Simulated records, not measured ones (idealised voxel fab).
process module | voxel gate over fins
cross-section cut | 255 nm wide | cells 5 nm
A cross-section is a grid of square cells, given in bands from the top down. A band is one or more rows of cells.
Each band's line starts with the height of the band's top and of its bottom, in nm. Then come its materials from left to right, each with its width in nm. One material with "throughout" fills the band from edge to edge. "air" is empty space.
Height 0 is the level under which the wafer as received is all one material. The lowest band goes on downwards, as in "0 down".
A width such as "30 to 40" changes by the same amount from each row of cells to the next, from the band's top row to its bottom row.
"no change" after a step means that no cell of the cross-section changed.
closed voids: empty space of 8 cells or more with no open way to the top, each as width x height at its distance from the left edge, in nm
after a step's settings: what the simulator itself notes on the step
overlay nm, on a step with a mask: how far to the right of its planned place the mask lay; to the left if negative
plan
1 op RECEIVE | material Si
2 op CONFORMAL_DEP | material SiN | thk nm 5
3 op PATTERN | tone cover | mask id FINS | material resist | width nm 15 | pitch nm 35 | thk nm 20 | overlay nm 0
4 op DIRECTIONAL_ETCH | etch materials SiN | depth nm 5
5 op DIRECTIONAL_ETCH | etch materials Si | depth nm 40
6 op STRIP | etch materials resist
7 op OXIDIZE | depth nm 5
8 op FILL_DEP | material SiO2 | thk nm 10
9 op CMP | height nm 5
10 op SELECTIVE_ETCH | etch materials SiO2 | depth nm 15
11 op STRIP | etch materials SiN
12 op CONFORMAL_DEP | material HfO2 | thk nm 5
13 op CONFORMAL_DEP | material TiN | thk nm 5
14 op CONFORMAL_DEP | material TiAl | thk nm 5
15 op CONFORMAL_DEP | material TiN | thk nm 5
16 op FILL_DEP | material W | thk nm 15
17 op CMP | height nm 30
18 op CONFORMAL_DEP | material SiCN | thk nm 10
as received, after step 1
  0 down: Si throughout
  closed voids: none
a wafer at the end: this start, this plan, one mistake
  40 to 30: SiCN throughout
  30 to 20: W throughout
  20 to 15: W 50 | TiN 150 | W 55
  15 to 10: W 50 | TiN 5 | TiAl 140 | TiN 5 | W 55
  10 to 5: W 50 | TiN 5 | TiAl 5 | TiN 25 | TiAl 10 | TiN 25 | TiAl 10 | TiN 25 | TiAl 10 | TiN 25 | TiAl 5 | TiN 5 | W 55
  5 to 0: W 50 | TiN 5 | TiAl 5 | TiN 5 | HfO2 15 | TiN 5 | TiAl 10 | TiN 5 | HfO2 15 | TiN 5 | TiAl 10 | TiN 5 | HfO2 15 | TiN 5 | TiAl 10 | TiN 5 | HfO2 15 | TiN 5 | TiAl 5 | TiN 5 | W 55
  0 to -5: W 50 | TiN 5 | TiAl 5 | TiN 5 | HfO2 5 | Si 5 | HfO2 5 | TiN 5 | TiAl 10 | TiN 5 | HfO2 5 | Si 5 | HfO2 5 | TiN 5 | TiAl 10 | TiN 5 | HfO2 5 | Si 5 | HfO2 5 | TiN 5 | TiAl 10 | TiN 5 | HfO2 5 | Si 5 | HfO2 5 | TiN 5 | TiAl 5 | TiN 5 | W 55
  -5 to -10: TiN 55 | TiAl 5 | TiN 5 | HfO2 5 | Si 5 | HfO2 5 | TiN 5 | TiAl 10 | TiN 5 | HfO2 5 | Si 5 | HfO2 5 | TiN 5 | TiAl 10 | TiN 5 | HfO2 5 | Si 5 | HfO2 5 | TiN 5 | TiAl 10 | TiN 5 | HfO2 5 | Si 5 | HfO2 5 | TiN 5 | TiAl 5 | TiN 60
  -10 to -15: TiAl 60 | TiN 5 | HfO2 5 | Si 5 | HfO2 5 | TiN 5 | TiAl 10 | TiN 5 | HfO2 5 | Si 5 | HfO2 5 | TiN 5 | TiAl 10 | TiN 5 | HfO2 5 | Si 5 | HfO2 5 | TiN 5 | TiAl 10 | TiN 5 | HfO2 5 | Si 5 | HfO2 5 | TiN 5 | TiAl 65
  -15 to -20: TiN 65 | HfO2 5 | Si 5 | HfO2 5 | TiN 20 | HfO2 5 | Si 5 | HfO2 5 | TiN 20 | HfO2 5 | Si 5 | HfO2 5 | TiN 20 | HfO2 5 | Si 5 | HfO2 5 | TiN 70
  -20 to -25: HfO2 70 | Si 5 | HfO2 30 | Si 5 | HfO2 30 | Si 5 | HfO2 30 | Si 5 | HfO2 75
  -25 to -45: SiO2 70 | Si 5 | SiO2 30 | Si 5 | SiO2 30 | Si 5 | SiO2 30 | Si 5 | SiO2 75
  -45 down: Si throughout
  closed voids: none
what went wrong: step 10 was run twice
